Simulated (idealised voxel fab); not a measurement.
process module | voxel capacitor over wiring
cross-section cut | 155 nm wide | cells 5 nm
A cross-section is a grid of square cells, given in bands from the top down. A band is one or more rows of cells.
Each band's line starts with the height of the band's top and of its bottom, in nm. Then come its materials from left to right, each with its width in nm. One material with "throughout" fills the band from edge to edge. "air" is empty space.
Height 0 is the level under which the wafer as received is all one material. The lowest band goes on downwards, as in "0 down".
A width such as "30 to 40" changes by the same amount from each row of cells to the next, from the band's top row to its bottom row.
"no change" after a step means that no cell of the cross-section changed.
closed voids: empty space of 8 cells or more with no open way to the top, each as width x height at its distance from the left edge, in nm
after a step's settings: what the simulator itself notes on the step
overlay nm, on a step with a mask: how far to the right of its planned place the mask lay; to the left if negative
plan
1 op RECEIVE | material Si
2 op CONFORMAL_DEP | material SiO2 | thk nm 15
3 op DIRECTIONAL_DEP | material TiN | thk nm 5
4 op DIRECTIONAL_DEP | material Ru | thk nm 15
5 op MASKED_ETCH | tone cover | mask id METAL_1 | width nm 25 | pitch nm 85 | etch materials Ru | depth nm 15 | overlay nm 0
6 op MASKED_ETCH | tone cover | mask id METAL_1 | width nm 25 | pitch nm 85 | etch materials TiN | depth nm 5 | overlay nm 0
7 op CONFORMAL_DEP | material SiN | thk nm 5
8 op FILL_DEP | material SiO2 | thk nm 5
9 op CMP | height nm 35
10 op CONFORMAL_DEP | material SiCN | thk nm 5
11 op DIRECTIONAL_DEP | material lowk | thk nm 20
12 op MASKED_ETCH | tone open | mask id PLUG_1 | width nm 15 | etch materials lowk | depth nm 20 | overlay nm 0
13 op MASKED_ETCH | tone open | mask id PLUG_1 | width nm 15 | etch materials SiCN | depth nm 5 | overlay nm 0
14 op EPI | material Ru | thk nm 10
15 op EPI | material Ru | thk nm 10
16 op EPI | material Ru | thk nm 5
17 op DIRECTIONAL_DEP | material TiN | thk nm 5
18 op DIRECTIONAL_DEP | material SiN | thk nm 5
19 op DIRECTIONAL_DEP | material TiN | thk nm 5
20 op MASKED_ETCH | tone cover | mask id UPPER_PLATE | width nm 65 | etch materials TiN | depth nm 5 | overlay nm 0
21 op MASKED_ETCH | tone cover | mask id UPPER_PLATE | width nm 65 | etch materials SiN | depth nm 5 | overlay nm 0
22 op PATTERN | tone cover | mask id LOWER_PLATE | material resist | width nm 75 | thk nm 20 | overlay nm 0
23 op DIRECTIONAL_ETCH | etch materials TiN | depth nm 5
24 op STRIP | etch materials resist
25 op FILL_DEP | material SiO2 | thk nm 20
26 op CMP | height nm 90
27 op PATTERN | tone open | mask id PLUG_2 | material resist | width nm 15 | thk nm 20 | overlay nm 0
28 op DIRECTIONAL_ETCH | etch materials SiO2 | depth nm 15
29 op STRIP | etch materials resist
30 op CONFORMAL_DEP | material TiN | thk nm 5
31 op FILL_DEP | material W | thk nm 10
32 op CMP | height nm 90
33 op CONFORMAL_DEP | material SiN | thk nm 5
as received, after step 1
  0 down: Si throughout
  closed voids: none
a wafer at the end: this start, this plan, one mistake
  95 to 90: SiN throughout
  90 to 80: SiO2 40 | TiN 5 | W 5 | TiN 5 | SiO2 100
  80 to 70: SiO2 40 to 30 | TiN 15 to 65 | SiO2 100 to 60
  70 to 65: SiO2 30 | SiN 65 | SiO2 60
  65 to 60: SiO2 25 | TiN 75 | SiO2 55
  60 to 40: lowk 30 | Ru 15 | lowk 110
  40 to 35: SiCN 30 | Ru 15 | SiCN 110
  35 to 25: SiO2 15 | SiN 5 | Ru 25 | SiN 5 | SiO2 50 | SiN 5 | Ru 25 | SiN 5 | SiO2 20
  25 to 20: SiO2 10 | SiN 10 | Ru 25 | SiN 10 | SiO2 40 | SiN 10 | Ru 25 | SiN 10 | SiO2 15
  20 to 15: SiN 15 | TiN 35 | SiN 50 | TiN 35 | SiN 20
  15 to 0: SiO2 throughout
  0 down: Si throughout
  closed voids: none
what went wrong: step 6 ran as: op MASKED_ETCH | tone cover | mask id METAL_1 | width nm 35 | pitch nm 85 | etch materials TiN | depth nm 5 | overlay nm 0
